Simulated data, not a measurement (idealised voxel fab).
Module name: voxel self aligned contacts (process module)
Cross-sectional view cut (width: 225 nm; square cell size: 5 nm).
How to read a cross-section here: the picture is a grid of square cells, written as bands going from the top down, and any band can span one or more rows of cells. Per band: top height and bottom height in nm, followed by the left-to-right materials and their widths in nm; "everywhere" marks a single material spanning edge to edge, "blank" marks empty space. Heights from 0 (as-received wafer is one material below). Bottom band endless downward, as "0 nm and below". The width entry "30..40" should be interpreted row by row: the top row of cells in the band takes the first number, the bottom row takes the second number, and the change between adjacent rows is uniform throughout. Take "identical to before" at face value: in the step it is given for, the cross-section changed in none of its cells. "closed voids" enumerates empty spaces isolated from the top, with no open way to it, that contain at least 8 cells, giving each as width x height at distance from the left edge, all three in nm. Note: text after step settings on the step line = simulator remark on that step. The line of a step may include "overlay nm". On a step with a mask, this value is how far to the right of its planned place the mask lay. A negative value means the mask lay to the left.
## Intended process steps
1: RECEIVE (material Si)
2: CONFORMAL_DEP (material SiO2; thk nm 5)
3: DIRECTIONAL_DEP (material polySi; thk nm 25)
4: DIRECTIONAL_DEP (material SiN; thk nm 20)
5: MASKED_ETCH (tone cover; mask id GATE; width nm 30; pitch nm 70; etch materials SiN; depth nm 20; overlay nm 0)
6: MASKED_ETCH (tone cover; mask id GATE; width nm 20; pitch nm 70; etch materials polySi; depth nm 25; overlay nm 0)
7: CONFORMAL_DEP (material SiN; thk nm 10)
8: DIRECTIONAL_ETCH (etch materials SiN; depth nm 10)
9: FILL_DEP (material SiO2; thk nm 10)
10: CMP (height nm 55)
11: PATTERN (tone open; mask id CONTACT; material resist; width nm 50; thk nm 20; overlay nm 0)
12: DIRECTIONAL_ETCH (etch materials SiO2; depth nm 55)
13: STRIP (etch materials resist)
14: CONFORMAL_DEP (material TiN; thk nm 5)
15: FILL_DEP (material Ru; thk nm 10)
16: CMP (height nm 55)
17: CONFORMAL_DEP (material SiCN; thk nm 5)
Across this set of wafers, the varied parameter is the width nm of step 6. Starting conditions are identical for every wafer, and the plan reports the value assigned to the first wafer.
## This is how the first of several wafers looked in cross-section when it arrived, which is after step 1
	0 nm and below = Si everywhere
	closed voids: none
## Per-wafer rows below. For each material: cells gained (+) or lost (-) since the wafer was received, as of end of module. Then: closed voids
width nm 20; +20 Ru; +45 SiCN; +120 SiN; +265 SiO2; +30 TiN; +60 polySi; closed voids: none
width nm 25; +20 Ru; +45 SiCN; +120 SiN; +265 SiO2; +30 TiN; +60 polySi; closed voids: none
width nm 30; +20 Ru; +45 SiCN; +120 SiN; +265 SiO2; +30 TiN; +60 polySi; closed voids: none
width nm 35; +14 Ru; +45 SiCN; +120 SiN; +261 SiO2; +30 TiN; +70 polySi; closed voids: none
width nm 40; +8 Ru; +45 SiCN; +120 SiN; +257 SiO2; +30 TiN; +80 polySi; closed voids: none
width nm 45; +8 Ru; +45 SiCN; +120 SiN; +253 SiO2; +24 TiN; +90 polySi; closed voids: none
